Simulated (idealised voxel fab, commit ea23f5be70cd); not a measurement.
Documented hereafter: the process module known as voxel double patterning.
Section shown: cut. Width: 200 nm. Cell size: 5 nm, square.
Cross-section = grid of square cells, listed top down in bands; band = one or more rows.
The entry gives the band's vertical extent as a top height and a bottom height in nm, then its horizontal make-up as materials from left to right, each with a width in nm. "blank" stands for empty space; a single material marked "edge to edge" fills the band edge to edge.
The reference from which all heights are counted is 0, the level beneath which the as-received wafer is entirely one material; the lowest band, having no lower bound, proceeds downward and is written after the example "0..down".
Per-row width for "30..40": begins at first number (top row of band), ends at second number (bottom row), increment between rows held constant.
Step note "no change occurred" = no cross-section cell changed.
Voids, fully enclosed: empty space of 8 cells or more with no open way to the top, each as width x height at its distance from the left edge, in nm
Past the settings on a step's line: simulator remark, on that step.
The setting "overlay nm" may be written on the line of a step. When the step uses a mask, the value reports how far to the right of the planned place the mask lay, and a negative value reports that it lay to the left.
-- Below is the list of planned process steps
1. RECEIVE,material Si
2. CONFORMAL_DEP,material SiO2,thk nm 10
3. DIRECTIONAL_DEP,material W,thk nm 20
4. DIRECTIONAL_DEP,material SiN,thk nm 5
5. PATTERN,tone open,mask id FIRST,material resist,width nm 15,pitch nm 50,thk nm 20,overlay nm 0
6. DIRECTIONAL_ETCH,etch materials SiN,depth nm 5
7. STRIP,etch materials resist
8. PATTERN,tone open,mask id SECOND,material resist,width nm 15,pitch nm 50,thk nm 15,overlay nm 0
9. DIRECTIONAL_ETCH,etch materials SiN,depth nm 5
10. STRIP,etch materials resist
11. DIRECTIONAL_ETCH,etch materials W,depth nm 20
12. STRIP,etch materials SiN
-- Wafer at receipt (post step 1), cross-section
* 0..down = Si edge to edge
* Voids, fully enclosed: none
-- One mistake in running the module, otherwise start and plan as above: cross-section at the end
* 30..20 = SiO2 edge to edge
* 20..0 = W edge to edge
* 0..down = Si edge to edge
* Voids, fully enclosed: none
Nonconformance to the process plan: steps 2 and 3 got flipped, so each one ran where the other should have
